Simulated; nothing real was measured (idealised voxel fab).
process module | voxel gate over fins
The cross-section on display is named cut; it measures 255 nm wide, and its cells are 5 nm squares.
A cross-section in this document is a grid of square cells, and it is written down as bands, the top band listed before the ones below it; a band is made up of one or more rows of cells.
Quick guide to a band line: top height, bottom height (nm) up front; then every material left to right with its width in nm. Only one material and it's marked "full width"? Then it fills the band edge to edge. And "blank" just means empty space.
Where do heights start? At 0: under that level the wafer as delivered is made of one material only. And the lowest band has no floor; it just carries on downward, as in "z 0 and below".
So if you see something like "30..40" for the width, read it as the top row of the band sitting at the first number and the bottom row at the second, with every row in between moving by the same amount as the last.
"everything unchanged", as given for a step, is the statement that not any cell of the cross-section underwent a change during that step.
Each empty space that has no open way to the top and spans at least 8 cells appears under "Closed void entries" as width x height at distance, the distance counted from the left edge, all in nm.
after a step's settings: what the simulator itself notes on the step
overlay nm: how far to the right of its planned place the mask lay on this masked step (negative: to the left).
This section lists the process steps that were planned
1: RECEIVE, material Si
2: CONFORMAL_DEP, material SiN, thk nm 10
3: MASKED_ETCH, tone cover, mask id FINS, width nm 15, pitch nm 60, etch materials SiN, depth nm 10, overlay nm 0
4: MASKED_ETCH, tone cover, mask id FINS, width nm 15, pitch nm 60, etch materials Si, depth nm 35, overlay nm 0
5: OXIDIZE, depth nm 5
6: FILL_DEP, material SiO2, thk nm 10
7: CMP, height nm 10
8: PATTERN, tone open, mask id RAIL, material resist, width nm 15, thk nm 20, overlay nm 0
9: DIRECTIONAL_ETCH, etch materials SiO2, depth nm 40
10: STRIP, etch materials resist
11: CONFORMAL_DEP, material TiN, thk nm 5
12: FILL_DEP, material Ru, thk nm 5
13: CMP, height nm 10
14: SELECTIVE_ETCH, etch materials W Ru TiN, depth nm 30
15: FILL_DEP, material SiO2, thk nm 5
16: CMP, height nm 10
17: SELECTIVE_ETCH, etch materials SiO2, depth nm 25
18: STRIP, etch materials SiN
19: CONFORMAL_DEP, material HfO2, thk nm 5
20: CONFORMAL_DEP, material TiN, thk nm 5
21: FILL_DEP, material W, thk nm 15
22: CMP, height nm 20
23: CONFORMAL_DEP, material SiCN, thk nm 10
Shown in cross-section is the wafer as received, that is, as it stands after step 1
> z 0 and below  Si full width
> Closed void entries: none
Starting structure and process plan are as shown above, but one mistake was made in running the module; the wafer cross-section at the end of the module follows
> z 30 to 20  SiCN full width
> z 20 to 10  W full width
> z 10 to 5  65 of TiN | 5 of W | 55 of TiN | 5 of W | 55 of TiN | 5 of W | 65 of TiN
> z 5 to 0  60 of HfO2 | 15 of TiN | 45 of HfO2 | 15 of TiN | 45 of HfO2 | 15 of TiN | 60 of HfO2
> z 0 to -5  55 of Si | 25 of HfO2 | 35 of Si | 25 of HfO2 | 35 of Si | 25 of HfO2 | 55 of Si
> z -5 and below  Si full width
> Closed void entries: none
Error vs. plan: so step 3 ended up running with a different setting than we planned, it ran as MASKED_ETCH, tone open, mask id FINS, width nm 15, pitch nm 60, etch materials SiN, depth nm 10, overlay nm 0
